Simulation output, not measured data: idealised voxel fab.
Proc. module: voxel wiring stack
Section cut is 270 nm wide and gridded with 5 nm square cells.
A cross-section is a grid of square cells, given in bands from the top down. A band is one or more rows of cells. Read a band's entry like this: the first values are the height of its top and the height of its bottom in nm, and what follows is the sequence of materials from left to right, each with its width in nm. Note that "empty" is empty space, and that a single material marked "all across" reaches across the band from edge to edge. Heights are expressed relative to 0, this being the level below which the as-received wafer comprises one material exclusively. The lowest band is unbounded in the downward direction and is denoted as in "from 0 down". Width "30..40": first value at the band's top row of cells, second value at its bottom row, equal change from row to row. Any step labelled "nothing changed" changed none of the cells in the cross-section. Reported under the label "Cavities, sealed" are the empty spaces having no open way to the top and comprising 8 cells or more; the notation for each is width x height at distance, in which the distance is measured from the left edge and all three values are in nm. Read whatever lies past the settings on a step's line as the simulator's own remark about the step. Regarding "overlay nm": on a step with a mask, it is the distance the mask lay to the right of its planned place; a negative value places it to the left.
**Process steps (planned)**
1 RECEIVE,material Si
2 CONFORMAL_DEP,material SiO2,thk nm 10
3 CONFORMAL_DEP,material SiCN,thk nm 5
4 DIRECTIONAL_DEP,material SiO2,thk nm 20
5 DIRECTIONAL_DEP,material aC,thk nm 10
6 PATTERN,tone open,mask id METAL_1,material resist,width nm 20,pitch nm 45,thk nm 30,overlay nm 0
7 DIRECTIONAL_ETCH,etch materials aC,depth nm 10
8 STRIP,etch materials resist
9 DIRECTIONAL_ETCH,etch materials SiO2,depth nm 20
10 DIRECTIONAL_ETCH,etch materials SiCN,depth nm 5
11 STRIP,etch materials aC
12 CONFORMAL_DEP,material TiN,thk nm 5
13 FILL_DEP,material Cu,thk nm 10
14 CMP,height nm 35
15 EPI,material Ru,thk nm 5
16 FILL_DEP,material SiCN,thk nm 5
17 DIRECTIONAL_DEP,material SiO2,thk nm 20
18 PATTERN,tone open,mask id PLUG_1,material resist,width nm 15,thk nm 15,overlay nm 0
19 DIRECTIONAL_ETCH,etch materials SiO2,depth nm 20
20 DIRECTIONAL_ETCH,etch materials SiCN,depth nm 5
21 STRIP,etch materials resist
22 CONFORMAL_DEP,material TiN,thk nm 5
23 FILL_DEP,material Ru,thk nm 5
24 CMP,height nm 65
25 DIRECTIONAL_DEP,material TiN,thk nm 5
26 DIRECTIONAL_DEP,material Ru,thk nm 25
27 MASKED_ETCH,tone cover,mask id METAL_2,width nm 20,pitch nm 45,etch materials Ru,depth nm 25,overlay nm 0
28 MASKED_ETCH,tone cover,mask id METAL_2,width nm 20,pitch nm 45,etch materials TiN,depth nm 5,overlay nm 0
29 CONFORMAL_DEP,material SiN,thk nm 5
30 FILL_DEP,material lowk,thk nm 5
31 CMP,height nm 95
32 CONFORMAL_DEP,material SiCN,thk nm 5
33 DIRECTIONAL_DEP,material SiO2,thk nm 15
34 PATTERN,tone open,mask id PLUG_2,material resist,width nm 15,pitch nm 45,thk nm 15,overlay nm 0
35 DIRECTIONAL_ETCH,etch materials SiO2,depth nm 15
36 DIRECTIONAL_ETCH,etch materials SiCN,depth nm 5
37 STRIP,etch materials resist
38 CONFORMAL_DEP,material TiN,thk nm 5
39 FILL_DEP,material Ru,thk nm 10
40 CMP,height nm 115
41 DIRECTIONAL_DEP,material TiN,thk nm 5
42 DIRECTIONAL_DEP,material Ru,thk nm 15
43 MASKED_ETCH,tone cover,mask id METAL_3,width nm 20,pitch nm 45,etch materials Ru,depth nm 15,overlay nm 0
44 MASKED_ETCH,tone cover,mask id METAL_3,width nm 20,pitch nm 45,etch materials TiN,depth nm 5,overlay nm 0
45 CONFORMAL_DEP,material SiCN,thk nm 5
46 FILL_DEP,material SiO2,thk nm 10
47 CMP,height nm 135
48 CONFORMAL_DEP,material SiCN,thk nm 5
**Wafer, first of two, run as planned**
**The cross-section here shows the wafer as received, i.e. in its state after step 1**
> from 0 down | Si all across
> Cavities, sealed: none
**The wafer in cross-section once step 2 is complete**
> from 10 to 0 | SiO2 all across
> Below 0, no change.
**The wafer in cross-section once step 3 is complete**
> from 15 to 10 | SiCN all across
> Below 10, no change.
**The wafer in cross-section once step 4 is complete**
> from 35 to 15 | SiO2 all across
> Below 15, no change.
**The wafer in cross-section once step 5 is complete**
> from 45 to 35 | aC all across
> Below 35, no change.
**The wafer in cross-section once step 6 is complete**
> from 75 to 45 | 100 of resist, then 20 of empty, then 25 of resist, then 20 of empty, then 105 of resist
> Below 45, no change.
**The wafer in cross-section once step 7 is complete**
> from 65 to 45 | 100 of resist, then 20 of empty, then 25 of resist, then 20 of empty, then 105 of resist
> from 45 to 35 | 100 of aC, then 20 of empty, then 25 of aC, then 20 of empty, then 105 of aC
> Below 35, no change.
**The wafer in cross-section once step 8 is complete**
> from 45 to 35 | 100 of aC, then 20 of empty, then 25 of aC, then 20 of empty, then 105 of aC
> Below 35, no change.
**The wafer in cross-section once step 9 is complete**
> from 45 to 35 | 100 of aC, then 20 of empty, then 25 of aC, then 20 of empty, then 105 of aC
> from 35 to 15 | 100 of SiO2, then 20 of empty, then 25 of SiO2, then 20 of empty, then 105 of SiO2
> Below 15, no change.
**The wafer in cross-section once step 10 is complete**
> from 45 to 35 | 100 of aC, then 20 of empty, then 25 of aC, then 20 of empty, then 105 of aC
> from 35 to 15 | 100 of SiO2, then 20 of empty, then 25 of SiO2, then 20 of empty, then 105 of SiO2
> from 15 to 10 | 100 of SiCN, then 20 of empty, then 25 of SiCN, then 20 of empty, then 105 of SiCN
> Below 10, no change.
**The wafer in cross-section once step 11 is complete**
> from 35 to 15 | 100 of SiO2, then 20 of empty, then 25 of SiO2, then 20 of empty, then 105 of SiO2
> Below 15, no change.
**The wafer in cross-section once step 12 is complete**
> from 40 to 35 | 105 of TiN, then 10 of empty, then 35 of TiN, then 10 of empty, then 110 of TiN
> from 35 to 15 | 100 of SiO2, then 5 of TiN, then 10 of empty, then 5 of TiN, then 25 of SiO2, then 5 of TiN, then 10 of empty, then 5 of TiN, then 105 of SiO2
> from 15 to 10 | 100 of SiCN, then 20 of TiN, then 25 of SiCN, then 20 of TiN, then 105 of SiCN
> Below 10, no change.
**The wafer in cross-section once step 13 is complete**
> from 50 to 40 | Cu all across
> from 40 to 35 | 105 of TiN, then 10 of Cu, then 35 of TiN, then 10 of Cu, then 110 of TiN
> from 35 to 15 | 100 of SiO2, then 5 of TiN, then 10 of Cu, then 5 of TiN, then 25 of SiO2, then 5 of TiN, then 10 of Cu, then 5 of TiN, then 105 of SiO2
> Below 15, no change.
**The wafer in cross-section once step 14 is complete**
> from 35 to 15 | 100 of SiO2, then 5 of TiN, then 10 of Cu, then 5 of TiN, then 25 of SiO2, then 5 of TiN, then 10 of Cu, then 5 of TiN, then 105 of SiO2
> Below 15, no change.
**The wafer in cross-section once step 15 is complete**
> from 40 to 35 | 95 of empty, then 30 of Ru, then 15 of empty, then 30 of Ru, then 100 of empty
> Below 35, no change.
**The wafer in cross-section once step 16 is complete**
> from 45 to 40 | SiCN all across
> from 40 to 35 | 95 of SiCN, then 30 of Ru, then 15 of SiCN, then 30 of Ru, then 100 of SiCN
> Below 35, no change.
**The wafer in cross-section once step 17 is complete**
> from 65 to 45 | SiO2 all across
> Below 45, no change.
**The wafer in cross-section once step 18 is complete**
> from 80 to 65 | 100 of resist, then 15 of empty, then 155 of resist
> Below 65, no change.
**The wafer in cross-section once step 19 is complete**
> from 80 to 65 | 100 of resist, then 15 of empty, then 155 of resist
> from 65 to 45 | 100 of SiO2, then 15 of empty, then 155 of SiO2
> Below 45, no change.
**The wafer in cross-section once step 20 is complete**
> from 80 to 65 | 100 of resist, then 15 of empty, then 155 of resist
> from 65 to 45 | 100 of SiO2, then 15 of empty, then 155 of SiO2
> from 45 to 40 | 100 of SiCN, then 15 of empty, then 155 of SiCN
> Below 40, no change.
**The wafer in cross-section once step 21 is complete**
> from 65 to 45 | 100 of SiO2, then 15 of empty, then 155 of SiO2
> Below 45, no change.
**The wafer in cross-section once step 22 is complete**
> from 70 to 65 | 105 of TiN, then 5 of empty, then 160 of TiN
> from 65 to 45 | 100 of SiO2, then 5 of TiN, then 5 of empty, then 5 of TiN, then 155 of SiO2
> from 45 to 40 | 100 of SiCN, then 15 of TiN, then 155 of SiCN
> Below 40, no change.
**The wafer in cross-section once step 23 is complete**
> from 75 to 70 | Ru all across
> from 70 to 65 | 105 of TiN, then 5 of Ru, then 160 of TiN
> from 65 to 45 | 100 of SiO2, then 5 of TiN, then 5 of Ru, then 5 of TiN, then 155 of SiO2
> Below 45, no change.
**The wafer in cross-section once step 24 is complete**
> from 65 to 45 | 100 of SiO2, then 5 of TiN, then 5 of Ru, then 5 of TiN, then 155 of SiO2
> Below 45, no change.
**The wafer in cross-section once step 25 is complete**
> from 70 to 65 | TiN all across
> Below 65, no change.
**The wafer in cross-section once step 26 is complete**
> from 95 to 70 | Ru all across
> Below 70, no change.
**The wafer in cross-section once step 27 is complete**
> from 95 to 70 | 100 of empty, then 20 of Ru, then 25 of empty, then 20 of Ru, then 105 of empty
> Below 70, no change.
**The wafer in cross-section once step 28 is complete**
> from 95 to 70 | 100 of empty, then 20 of Ru, then 25 of empty, then 20 of Ru, then 105 of empty
> from 70 to 65 | 100 of empty, then 20 of TiN, then 25 of empty, then 20 of TiN, then 105 of empty
> Below 65, no change.
**The wafer in cross-section once step 29 is complete**
> from 100 to 95 | 95 of empty, then 30 of SiN, then 15 of empty, then 30 of SiN, then 100 of empty
> from 95 to 70 | 95 of empty, then 5 of SiN, then 20 of Ru, then 5 of SiN, then 15 of empty, then 5 of SiN, then 20 of Ru, then 5 of SiN, then 100 of empty
> from 70 to 65 | 100 of SiN, then 20 of TiN, then 25 of SiN, then 20 of TiN, then 105 of SiN
> Below 65, no change.
**The wafer in cross-section once step 30 is complete**
> from 105 to 100 | lowk all across
> from 100 to 95 | 95 of lowk, then 30 of SiN, then 15 of lowk, then 30 of SiN, then 100 of lowk
> from 95 to 70 | 95 of lowk, then 5 of SiN, then 20 of Ru, then 5 of SiN, then 15 of lowk, then 5 of SiN, then 20 of Ru, then 5 of SiN, then 100 of lowk
> Below 70, no change.
**The wafer in cross-section once step 31 is complete**
> from 95 to 70 | 95 of lowk, then 5 of SiN, then 20 of Ru, then 5 of SiN, then 15 of lowk, then 5 of SiN, then 20 of Ru, then 5 of SiN, then 100 of lowk
> Below 70, no change.
**The wafer in cross-section once step 32 is complete**
> from 100 to 95 | SiCN all across
> Below 95, no change.
**The wafer in cross-section once step 33 is complete**
> from 115 to 100 | SiO2 all across
> Below 100, no change.
**The wafer in cross-section once step 34 is complete**
> from 130 to 115 | 100 of resist, then 15 of empty, then 30 of resist, then 15 of empty, then 110 of resist
> Below 115, no change.
**The wafer in cross-section once step 35 is complete**
> from 130 to 115 | 100 of resist, then 15 of empty, then 30 of resist, then 15 of empty, then 110 of resist
> from 115 to 100 | 100 of SiO2, then 15 of empty, then 30 of SiO2, then 15 of empty, then 110 of SiO2
> Below 100, no change.
**The wafer in cross-section once step 36 is complete**
> from 130 to 115 | 100 of resist, then 15 of empty, then 30 of resist, then 15 of empty, then 110 of resist
> from 115 to 100 | 100 of SiO2, then 15 of empty, then 30 of SiO2, then 15 of empty, then 110 of SiO2
> from 100 to 95 | 100 of SiCN, then 15 of empty, then 30 of SiCN, then 15 of empty, then 110 of SiCN
> Below 95, no change.
**The wafer in cross-section once step 37 is complete**
> from 115 to 100 | 100 of SiO2, then 15 of empty, then 30 of SiO2, then 15 of empty, then 110 of SiO2
> Below 100, no change.
**The wafer in cross-section once step 38 is complete**
> from 120 to 115 | 105 of TiN, then 5 of empty, then 40 of TiN, then 5 of empty, then 115 of TiN
> from 115 to 100 | 100 of SiO2, then 5 of TiN, then 5 of empty, then 5 of TiN, then 30 of SiO2, then 5 of TiN, then 5 of empty, then 5 of TiN, then 110 of SiO2
> from 100 to 95 | 100 of SiCN, then 15 of TiN, then 30 of SiCN, then 15 of TiN, then 110 of SiCN
> Below 95, no change.
**The wafer in cross-section once step 39 is complete**
> from 130 to 120 | Ru all across
> from 120 to 115 | 105 of TiN, then 5 of Ru, then 40 of TiN, then 5 of Ru, then 115 of TiN
> from 115 to 100 | 100 of SiO2, then 5 of TiN, then 5 of Ru, then 5 of TiN, then 30 of SiO2, then 5 of TiN, then 5 of Ru, then 5 of TiN, then 110 of SiO2
> Below 100, no change.
**The wafer in cross-section once step 40 is complete**
> from 115 to 100 | 100 of SiO2, then 5 of TiN, then 5 of Ru, then 5 of TiN, then 30 of SiO2, then 5 of TiN, then 5 of Ru, then 5 of TiN, then 110 of SiO2
> Below 100, no change.
**The wafer in cross-section once step 41 is complete**
> from 120 to 115 | TiN all across
> Below 115, no change.
**The wafer in cross-section once step 42 is complete**
> from 135 to 120 | Ru all across
> Below 120, no change.
**The wafer in cross-section once step 43 is complete**
> from 135 to 120 | 100 of empty, then 20 of Ru, then 25 of empty, then 20 of Ru, then 105 of empty
> Below 120, no change.
**The wafer in cross-section once step 44 is complete**
> from 135 to 120 | 100 of empty, then 20 of Ru, then 25 of empty, then 20 of Ru, then 105 of empty
> from 120 to 115 | 100 of empty, then 20 of TiN, then 25 of empty, then 20 of TiN, then 105 of empty
> Below 115, no change.
**The wafer in cross-section once step 45 is complete**
> from 140 to 135 | 95 of empty, then 30 of SiCN, then 15 of empty, then 30 of SiCN, then 100 of empty
> from 135 to 120 | 95 of empty, then 5 of SiCN, then 20 of Ru, then 5 of SiCN, then 15 of empty, then 5 of SiCN, then 20 of Ru, then 5 of SiCN, then 100 of empty
> from 120 to 115 | 100 of SiCN, then 20 of TiN, then 25 of SiCN, then 20 of TiN, then 105 of SiCN
> Below 115, no change.
**The wafer in cross-section once step 46 is complete**
> from 150 to 140 | SiO2 all across
> from 140 to 135 | 95 of SiO2, then 30 of SiCN, then 15 of SiO2, then 30 of SiCN, then 100 of SiO2
> from 135 to 120 | 95 of SiO2, then 5 of SiCN, then 20 of Ru, then 5 of SiCN, then 15 of SiO2, then 5 of SiCN, then 20 of Ru, then 5 of SiCN, then 100 of SiO2
> Below 120, no change.
**The wafer in cross-section once step 47 is complete**
> from 135 to 120 | 95 of SiO2, then 5 of SiCN, then 20 of Ru, then 5 of SiCN, then 15 of SiO2, then 5 of SiCN, then 20 of Ru, then 5 of SiCN, then 100 of SiO2
> Below 120, no change.
**The wafer in cross-section once step 48 is complete**
> from 140 to 135 | SiCN all across
> Below 135, no change.
**Wafer two of the pair: same origin, same plan, one error during the run; identical to wafer one up to and including step 15**
Cross-section: second wafer, time at which step 16 was scheduled to end: nothing changed
**Cross-section: second wafer, time at which step 17 was scheduled to end**
> from 60 to 55 | 95 of empty, then 30 of SiO2, then 15 of empty, then 30 of SiO2, then 100 of empty
> from 55 to 40 | SiO2 all across
> from 40 to 35 | 95 of SiO2, then 30 of Ru, then 15 of SiO2, then 30 of Ru, then 100 of SiO2
> Below 35, no change.
**Cross-section: second wafer, time at which step 18 was scheduled to end**
> from 75 to 60 | 100 of resist, then 15 of empty, then 155 of resist
> from 60 to 55 | 95 of resist, then 30 of SiO2, then 15 of resist, then 30 of SiO2, then 100 of resist
> Below 55, no change.
**Cross-section: second wafer, time at which step 19 was scheduled to end**
> from 75 to 60 | 100 of resist, then 15 of empty, then 155 of resist
> from 60 to 55 | 95 of resist, then 5 of SiO2, then 15 of empty, then 10 of SiO2, then 15 of resist, then 30 of SiO2, then 100 of resist
> from 55 to 40 | 100 of SiO2, then 15 of empty, then 155 of SiO2
> Below 40, no change.
Cross-section: second wafer, time at which step 20 was scheduled to end: nothing changed
**Cross-section: second wafer, time at which step 21 was scheduled to end**
> from 60 to 55 | 95 of empty, then 5 of SiO2, then 15 of empty, then 10 of SiO2, then 15 of empty, then 30 of SiO2, then 100 of empty
> Below 55, no change.
**Cross-section: second wafer, time at which step 22 was scheduled to end**
> from 65 to 60 | 90 of empty, then 15 of TiN, then 5 of empty, then 20 of TiN, then 5 of empty, then 40 of TiN, then 95 of empty
> from 60 to 55 | 95 of TiN, then 5 of SiO2, then 5 of TiN, then 5 of empty, then 5 of TiN, then 10 of SiO2, then 15 of TiN, then 30 of SiO2, then 100 of TiN
> from 55 to 45 | 100 of SiO2, then 5 of TiN, then 5 of empty, then 5 of TiN, then 155 of SiO2
> from 45 to 40 | 100 of SiO2, then 15 of TiN, then 155 of SiO2
> Below 40, no change.
**Cross-section: second wafer, time at which step 23 was scheduled to end**
> from 70 to 65 | Ru all across
> from 65 to 60 | 90 of Ru, then 15 of TiN, then 5 of Ru, then 20 of TiN, then 5 of Ru, then 40 of TiN, then 95 of Ru
> from 60 to 55 | 95 of TiN, then 5 of SiO2, then 5 of TiN, then 5 of Ru, then 5 of TiN, then 10 of SiO2, then 15 of TiN, then 30 of SiO2, then 100 of TiN
> from 55 to 45 | 100 of SiO2, then 5 of TiN, then 5 of Ru, then 5 of TiN, then 155 of SiO2
> Below 45, no change.
**Cross-section: second wafer, time at which step 24 was scheduled to end**
> from 65 to 60 | 90 of Ru, then 15 of TiN, then 5 of Ru, then 20 of TiN, then 5 of Ru, then 40 of TiN, then 95 of Ru
> Below 60, no change.
**Cross-section: second wafer, time at which step 25 was scheduled to end**
> from 70 to 65 | TiN all across
> Below 65, no change.
**Cross-section: second wafer, time at which step 26 was scheduled to end**
> from 95 to 70 | Ru all across
> Below 70, no change.
**Cross-section: second wafer, time at which step 27 was scheduled to end**
> from 95 to 70 | 100 of empty, then 20 of Ru, then 25 of empty, then 20 of Ru, then 105 of empty
> Below 70, no change.
**Cross-section: second wafer, time at which step 28 was scheduled to end**
> from 95 to 70 | 100 of empty, then 20 of Ru, then 25 of empty, then 20 of Ru, then 105 of empty
> from 70 to 65 | 100 of empty, then 20 of TiN, then 25 of empty, then 20 of TiN, then 105 of empty
> Below 65, no change.
**Cross-section: second wafer, time at which step 29 was scheduled to end**
> from 100 to 95 | 95 of empty, then 30 of SiN, then 15 of empty, then 30 of SiN, then 100 of empty
> from 95 to 70 | 95 of empty, then 5 of SiN, then 20 of Ru, then 5 of SiN, then 15 of empty, then 5 of SiN, then 20 of Ru, then 5 of SiN, then 100 of empty
> from 70 to 65 | 100 of SiN, then 20 of TiN, then 25 of SiN, then 20 of TiN, then 105 of SiN
> Below 65, no change.
**Cross-section: second wafer, time at which step 30 was scheduled to end**
> from 105 to 100 | lowk all across
> from 100 to 95 | 95 of lowk, then 30 of SiN, then 15 of lowk, then 30 of SiN, then 100 of lowk
> from 95 to 70 | 95 of lowk, then 5 of SiN, then 20 of Ru, then 5 of SiN, then 15 of lowk, then 5 of SiN, then 20 of Ru, then 5 of SiN, then 100 of lowk
> Below 70, no change.
**Cross-section: second wafer, time at which step 31 was scheduled to end**
> from 95 to 70 | 95 of lowk, then 5 of SiN, then 20 of Ru, then 5 of SiN, then 15 of lowk, then 5 of SiN, then 20 of Ru, then 5 of SiN, then 100 of lowk
> Below 70, no change.
**Cross-section: second wafer, time at which step 32 was scheduled to end**
> from 100 to 95 | SiCN all across
> Below 95, no change.
**Cross-section: second wafer, time at which step 33 was scheduled to end**
> from 115 to 100 | SiO2 all across
> Below 100, no change.
**Cross-section: second wafer, time at which step 34 was scheduled to end**
> from 130 to 115 | 100 of resist, then 15 of empty, then 30 of resist, then 15 of empty, then 110 of resist
> Below 115, no change.
**Cross-section: second wafer, time at which step 35 was scheduled to end**
> from 130 to 115 | 100 of resist, then 15 of empty, then 30 of resist, then 15 of empty, then 110 of resist
> from 115 to 100 | 100 of SiO2, then 15 of empty, then 30 of SiO2, then 15 of empty, then 110 of SiO2
> Below 100, no change.
**Cross-section: second wafer, time at which step 36 was scheduled to end**
> from 130 to 115 | 100 of resist, then 15 of empty, then 30 of resist, then 15 of empty, then 110 of resist
> from 115 to 100 | 100 of SiO2, then 15 of empty, then 30 of SiO2, then 15 of empty, then 110 of SiO2
> from 100 to 95 | 100 of SiCN, then 15 of empty, then 30 of SiCN, then 15 of empty, then 110 of SiCN
> Below 95, no change.
**Cross-section: second wafer, time at which step 37 was scheduled to end**
> from 115 to 100 | 100 of SiO2, then 15 of empty, then 30 of SiO2, then 15 of empty, then 110 of SiO2
> Below 100, no change.
**Cross-section: second wafer, time at which step 38 was scheduled to end**
> from 120 to 115 | 105 of TiN, then 5 of empty, then 40 of TiN, then 5 of empty, then 115 of TiN
> from 115 to 100 | 100 of SiO2, then 5 of TiN, then 5 of empty, then 5 of TiN, then 30 of SiO2, then 5 of TiN, then 5 of empty, then 5 of TiN, then 110 of SiO2
> from 100 to 95 | 100 of SiCN, then 15 of TiN, then 30 of SiCN, then 15 of TiN, then 110 of SiCN
> Below 95, no change.
**Cross-section: second wafer, time at which step 39 was scheduled to end**
> from 130 to 120 | Ru all across
> from 120 to 115 | 105 of TiN, then 5 of Ru, then 40 of TiN, then 5 of Ru, then 115 of TiN
> from 115 to 100 | 100 of SiO2, then 5 of TiN, then 5 of Ru, then 5 of TiN, then 30 of SiO2, then 5 of TiN, then 5 of Ru, then 5 of TiN, then 110 of SiO2
> Below 100, no change.
**Cross-section: second wafer, time at which step 40 was scheduled to end**
> from 115 to 100 | 100 of SiO2, then 5 of TiN, then 5 of Ru, then 5 of TiN, then 30 of SiO2, then 5 of TiN, then 5 of Ru, then 5 of TiN, then 110 of SiO2
> Below 100, no change.
**Cross-section: second wafer, time at which step 41 was scheduled to end**
> from 120 to 115 | TiN all across
> Below 115, no change.
**Cross-section: second wafer, time at which step 42 was scheduled to end**
> from 135 to 120 | Ru all across
> Below 120, no change.
**Cross-section: second wafer, time at which step 43 was scheduled to end**
> from 135 to 120 | 100 of empty, then 20 of Ru, then 25 of empty, then 20 of Ru, then 105 of empty
> Below 120, no change.
**Cross-section: second wafer, time at which step 44 was scheduled to end**
> from 135 to 120 | 100 of empty, then 20 of Ru, then 25 of empty, then 20 of Ru, then 105 of empty
> from 120 to 115 | 100 of empty, then 20 of TiN, then 25 of empty, then 20 of TiN, then 105 of empty
> Below 115, no change.
**Cross-section: second wafer, time at which step 45 was scheduled to end**
> from 140 to 135 | 95 of empty, then 30 of SiCN, then 15 of empty, then 30 of SiCN, then 100 of empty
> from 135 to 120 | 95 of empty, then 5 of SiCN, then 20 of Ru, then 5 of SiCN, then 15 of empty, then 5 of SiCN, then 20 of Ru, then 5 of SiCN, then 100 of empty
> from 120 to 115 | 100 of SiCN, then 20 of TiN, then 25 of SiCN, then 20 of TiN, then 105 of SiCN
> Below 115, no change.
**Cross-section: second wafer, time at which step 46 was scheduled to end**
> from 150 to 140 | SiO2 all across
> from 140 to 135 | 95 of SiO2, then 30 of SiCN, then 15 of SiO2, then 30 of SiCN, then 100 of SiO2
> from 135 to 120 | 95 of SiO2, then 5 of SiCN, then 20 of Ru, then 5 of SiCN, then 15 of SiO2, then 5 of SiCN, then 20 of Ru, then 5 of SiCN, then 100 of SiO2
> Below 120, no change.
**Cross-section: second wafer, time at which step 47 was scheduled to end**
> from 135 to 120 | 95 of SiO2, then 5 of SiCN, then 20 of Ru, then 5 of SiCN, then 15 of SiO2, then 5 of SiCN, then 20 of Ru, then 5 of SiCN, then 100 of SiO2
> Below 120, no change.
**Cross-section: second wafer, time at which step 48 was scheduled to end**
> from 140 to 135 | SiCN all across
> Below 135, no change.
Here's what went sideways: with respect to the plan, step 16 was omitted and not executed
Final tally in cells, some materials are higher or lower on the second wafer than on the first: +38 Ru; -93 SiCN; +55 TiN
